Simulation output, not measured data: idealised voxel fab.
The process module that follows is named voxel air gaps.
Square cell edge 5 nm, section width 205 nm, ID cut.
In what follows, cross-sections appear as grids of square cells, described through bands that run from the top down, where every band is one or more rows of cells. Band: top height; bottom height; in nm. Then, left to right: material with width in nm, for each material. "edge to edge": a single material spanning edge to edge. "blank": empty space. Heights are reckoned from 0. Under this level, the received wafer is all of one material. The bottommost band is open-ended downward, for example "0 -> down". It should be noted that a width expressed as "30->40" varies in equal increments from row to row of cells within the band, taking the value of the first number at the top row and that of the second number at the bottom row. It should be understood that the words "no alterations made", when stated for a given step, signify that the cross-section underwent no change in any of its cells during that step. What "Closed cavity list" gives you is every empty space of 8 cells or more that is cut off from the top. Each appears as width x height at distance, with the distance taken from the left edge and width, height and distance all in nm. Where a step's line continues beyond its settings, the continuation is a remark by the simulator itself on that step. Steps that use a mask can have "overlay nm" on their line. It says how far the mask sat to the right of where it was meant to be. Negative means to the left.

-- Below is the list of planned process steps
1: RECEIVE,material Si
2: CONFORMAL_DEP,material SiO2,thk nm 15
3: CONFORMAL_DEP,material SiN,thk nm 5
4: DIRECTIONAL_DEP,material lowk,thk nm 40
5: MASKED_ETCH,tone open,mask id LINES,width nm 25,pitch nm 55,etch materials lowk,depth nm 40,overlay nm 0
6: CONFORMAL_DEP,material TiN,thk nm 5
7: FILL_DEP,material Ru,thk nm 5
8: CMP,height nm 60
9: EPI,material Ru,thk nm 10
10: SELECTIVE_ETCH,etch materials lowk,depth nm 50
11: CONFORMAL_DEP,material SiCN,thk nm 5

-- Cross-sectional view of the wafer in its as-received condition, corresponding to the state after step 1
> 0 -> down = Si edge to edge
> Closed cavity list: none

-- Starting structure and process plan are as shown above, but one mistake was made in running the module; the wafer cross-section at the end of the module follows
> 75 -> 70 = SiCN edge to edge
> 70 -> 60 = Ru=45  SiCN=5  Ru=50  SiCN=5  Ru=50  SiCN=5  Ru=45
> 60 -> 55 = Ru=30  TiN=5  SiCN=25  TiN=5  Ru=20  TiN=5  SiCN=25  TiN=5  Ru=20  TiN=5  SiCN=25  TiN=5  Ru=30
> 55 -> 25 = Ru=30  TiN=5  SiCN=5  blank=15  SiCN=5  TiN=5  Ru=20  TiN=5  SiCN=5  blank=15  SiCN=5  TiN=5  Ru=20  TiN=5  SiCN=5  blank=15  SiCN=5  TiN=5  Ru=30
> 25 -> 20 = TiN=35  SiCN=25  TiN=30  SiCN=25  TiN=30  SiCN=25  TiN=35
> 20 -> 15 = SiN edge to edge
> 15 -> 0 = SiO2 edge to edge
> 0 -> down = Si edge to edge
> Closed cavity list: 15 x 30 at 40; 15 x 30 at 95; 15 x 30 at 150
The plan and the run diverged here: in deviation from the planned setting, step 5 was conducted as MASKED_ETCH,tone cover,mask id LINES,width nm 25,pitch nm 55,etch materials lowk,depth nm 40,overlay nm 0
